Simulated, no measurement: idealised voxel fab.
Module name: voxel quadruple lines (process module)
The cross-section on display is named cut; it measures 300 nm wide, and its cells are 5 nm squares.
A cross-section in this document is a grid of square cells, and it is written down as bands, the top band listed before the ones below it; a band is made up of one or more rows of cells.
Quick guide to a band line: top height, bottom height (nm) up front; then every material left to right with its width in nm. Only one material and it's marked "all across"? Then it fills the band edge to edge. And "blank" just means empty space.
Measure heights from 0. That's the level where, below it, the as-received wafer is all one material. The lowest band is bottomless and extends downward; write it as in "0..down".
Graded width ("30..40"): value in top row of band = first number; value in bottom row = second number; row-to-row change constant.
"no change" for a step: no cell of the cross-section changed in that step.
"Sealed internal cavities": empty spaces of 8 cells or more with no open way to the top, each given as width x height at distance, distance from the left edge, all in nm.
Text after the settings on a step's line: the simulator's own remark on that step.
Among the settings permitted on a step's line is "overlay nm"; applied to a step with a mask, it specifies the extent to which the mask lay to the right of its planned position, whereas a negative figure signifies a position to the left.
-- List of planned process steps
| 1 | RECEIVE: material Si |
| 2 | CONFORMAL_DEP: material Al2O3, thk nm 5 |
| 3 | DIRECTIONAL_DEP: material W, thk nm 15 |
| 4 | DIRECTIONAL_DEP: material polySi, thk nm 20 |
| 5 | DIRECTIONAL_DEP: material aC, thk nm 25 |
| 6 | PATTERN: tone cover, mask id MANDREL, material resist, width nm 25, pitch nm 80, thk nm 35, overlay nm 0 |
| 7 | DIRECTIONAL_ETCH: etch materials aC, depth nm 25 |
| 8 | STRIP: etch materials resist |
| 9 | CONFORMAL_DEP: material SiO2, thk nm 15 |
| 10 | DIRECTIONAL_ETCH: etch materials SiO2, depth nm 15 |
| 11 | STRIP: etch materials aC |
| 12 | DIRECTIONAL_ETCH: etch materials polySi, depth nm 20 |
| 13 | STRIP: etch materials SiO2 |
| 14 | CONFORMAL_DEP: material SiCN, thk nm 5 |
| 15 | DIRECTIONAL_ETCH: etch materials SiCN, depth nm 5 |
| 16 | STRIP: etch materials polySi |
| 17 | DIRECTIONAL_ETCH: etch materials W, depth nm 15 |
| 18 | STRIP: etch materials SiCN |
| 19 | FILL_DEP: material SiO2, thk nm 10 |
| 20 | CMP: height nm 20 |
-- first wafer, as planned
-- Cross-section of the wafer at receipt, which is the condition after step 1
  0..down = Si all across
  Sealed internal cavities: none
-- The following cross-section depicts the wafer upon completion of step 2
  5..0 = Al2O3 all across
  Below 0 it's all the same as before, nothing changed down there.
-- The following cross-section depicts the wafer upon completion of step 3
  20..5 = W all across
  Below 5 it's all the same as before, nothing changed down there.
-- The following cross-section depicts the wafer upon completion of step 4
  40..20 = polySi all across
  Below 20 it's all the same as before, nothing changed down there.
-- The following cross-section depicts the wafer upon completion of step 5
  65..40 = aC all across
  Below 40 it's all the same as before, nothing changed down there.
-- The following cross-section depicts the wafer upon completion of step 6
  100..65 = 95 of blank  25 of resist  55 of blank  25 of resist  100 of blank
  Below 65 it's all the same as before, nothing changed down there.
-- The following cross-section depicts the wafer upon completion of step 7
  75..65 = 95 of blank  25 of resist  55 of blank  25 of resist  100 of blank
  65..40 = 95 of blank  25 of aC  55 of blank  25 of aC  100 of blank
  Below 40 it's all the same as before, nothing changed down there.
-- The following cross-section depicts the wafer upon completion of step 8
  65..40 = 95 of blank  25 of aC  55 of blank  25 of aC  100 of blank
  Below 40 it's all the same as before, nothing changed down there.
-- The following cross-section depicts the wafer upon completion of step 9
  80..65 = 80 of blank  55 of SiO2  25 of blank  55 of SiO2  85 of blank
  65..55 = 80 of blank  15 of SiO2  25 of aC  15 of SiO2  25 of blank  15 of SiO2  25 of aC  15 of SiO2  85 of blank
  55..40 = 95 of SiO2  25 of aC  55 of SiO2  25 of aC  100 of SiO2
  Below 40 it's all the same as before, nothing changed down there.
-- The following cross-section depicts the wafer upon completion of step 10
  65..40 = 80 of blank  15 of SiO2  25 of aC  15 of SiO2  25 of blank  15 of SiO2  25 of aC  15 of SiO2  85 of blank
  Below 40 it's all the same as before, nothing changed down there.
-- The following cross-section depicts the wafer upon completion of step 11
  65..40 = 80 of blank  15 of SiO2  25 of blank  15 of SiO2  25 of blank  15 of SiO2  25 of blank  15 of SiO2  85 of blank
  Below 40 it's all the same as before, nothing changed down there.
-- The following cross-section depicts the wafer upon completion of step 12
  65..40 = 80 of blank  15 of SiO2  25 of blank  15 of SiO2  25 of blank  15 of SiO2  25 of blank  15 of SiO2  85 of blank
  40..20 = 80 of blank  15 of polySi  25 of blank  15 of polySi  25 of blank  15 of polySi  25 of blank  15 of polySi  85 of blank
  Below 20 it's all the same as before, nothing changed down there.
-- The following cross-section depicts the wafer upon completion of step 13
  40..20 = 80 of blank  15 of polySi  25 of blank  15 of polySi  25 of blank  15 of polySi  25 of blank  15 of polySi  85 of blank
  Below 20 it's all the same as before, nothing changed down there.
-- The following cross-section depicts the wafer upon completion of step 14
  45..40 = 75 of blank  25 of SiCN  15 of blank  25 of SiCN  15 of blank  25 of SiCN  15 of blank  25 of SiCN  80 of blank
  40..25 = 75 of blank  5 of SiCN  15 of polySi  5 of SiCN  15 of blank  5 of SiCN  15 of polySi  5 of SiCN  15 of blank  5 of SiCN  15 of polySi  5 of SiCN  15 of blank  5 of SiCN  15 of polySi  5 of SiCN  80 of blank
  25..20 = 80 of SiCN  15 of polySi  25 of SiCN  15 of polySi  25 of SiCN  15 of polySi  25 of SiCN  15 of polySi  85 of SiCN
  Below 20 it's all the same as before, nothing changed down there.
-- The following cross-section depicts the wafer upon completion of step 15
  40..20 = 75 of blank  5 of SiCN  15 of polySi  5 of SiCN  15 of blank  5 of SiCN  15 of polySi  5 of SiCN  15 of blank  5 of SiCN  15 of polySi  5 of SiCN  15 of blank  5 of SiCN  15 of polySi  5 of SiCN  80 of blank
  Below 20 it's all the same as before, nothing changed down there.
-- The following cross-section depicts the wafer upon completion of step 16
  40..20 = 75 of blank  5 of SiCN  15 of blank  5 of SiCN  15 of blank  5 of SiCN  15 of blank  5 of SiCN  15 of blank  5 of SiCN  15 of blank  5 of SiCN  15 of blank  5 of SiCN  15 of blank  5 of SiCN  80 of blank
  Below 20 it's all the same as before, nothing changed down there.
-- The following cross-section depicts the wafer upon completion of step 17
  40..20 = 75 of blank  5 of SiCN  15 of blank  5 of SiCN  15 of blank  5 of SiCN  15 of blank  5 of SiCN  15 of blank  5 of SiCN  15 of blank  5 of SiCN  15 of blank  5 of SiCN  15 of blank  5 of SiCN  80 of blank
  20..5 = 75 of blank  5 of W  15 of blank  5 of W  15 of blank  5 of W  15 of blank  5 of W  15 of blank  5 of W  15 of blank  5 of W  15 of blank  5 of W  15 of blank  5 of W  80 of blank
  Below 5 it's all the same as before, nothing changed down there.
-- The following cross-section depicts the wafer upon completion of step 18
  20..5 = 75 of blank  5 of W  15 of blank  5 of W  15 of blank  5 of W  15 of blank  5 of W  15 of blank  5 of W  15 of blank  5 of W  15 of blank  5 of W  15 of blank  5 of W  80 of blank
  Below 5 it's all the same as before, nothing changed down there.
-- The following cross-section depicts the wafer upon completion of step 19
  30..20 = SiO2 all across
  20..5 = 75 of SiO2  5 of W  15 of SiO2  5 of W  15 of SiO2  5 of W  15 of SiO2  5 of W  15 of SiO2  5 of W  15 of SiO2  5 of W  15 of SiO2  5 of W  15 of SiO2  5 of W  80 of SiO2
  Below 5 it's all the same as before, nothing changed down there.
-- The following cross-section depicts the wafer upon completion of step 20
  20..5 = 75 of SiO2  5 of W  15 of SiO2  5 of W  15 of SiO2  5 of W  15 of SiO2  5 of W  15 of SiO2  5 of W  15 of SiO2  5 of W  15 of SiO2  5 of W  15 of SiO2  5 of W  80 of SiO2
  Below 5 it's all the same as before, nothing changed down there.
-- Wafer two. Identical start, identical plan. One mistake in execution. Identical history through step 19
-- Second wafer, sectioned view, at step 20's planned end time
  15..5 = 75 of SiO2  5 of W  15 of SiO2  5 of W  15 of SiO2  5 of W  15 of SiO2  5 of W  15 of SiO2  5 of W  15 of SiO2  5 of W  15 of SiO2  5 of W  15 of SiO2  5 of W  80 of SiO2
  Below 5 it's all the same as before, nothing changed down there.
Deviation noted in wafer processing: step 20 was processed under conditions differing from the plan, specifically as CMP: height nm 15
Bottom line after processing is that, in cells, the second wafer is up or down on some materials versus the first: SiO2: 52 fewer; W: 8 fewer
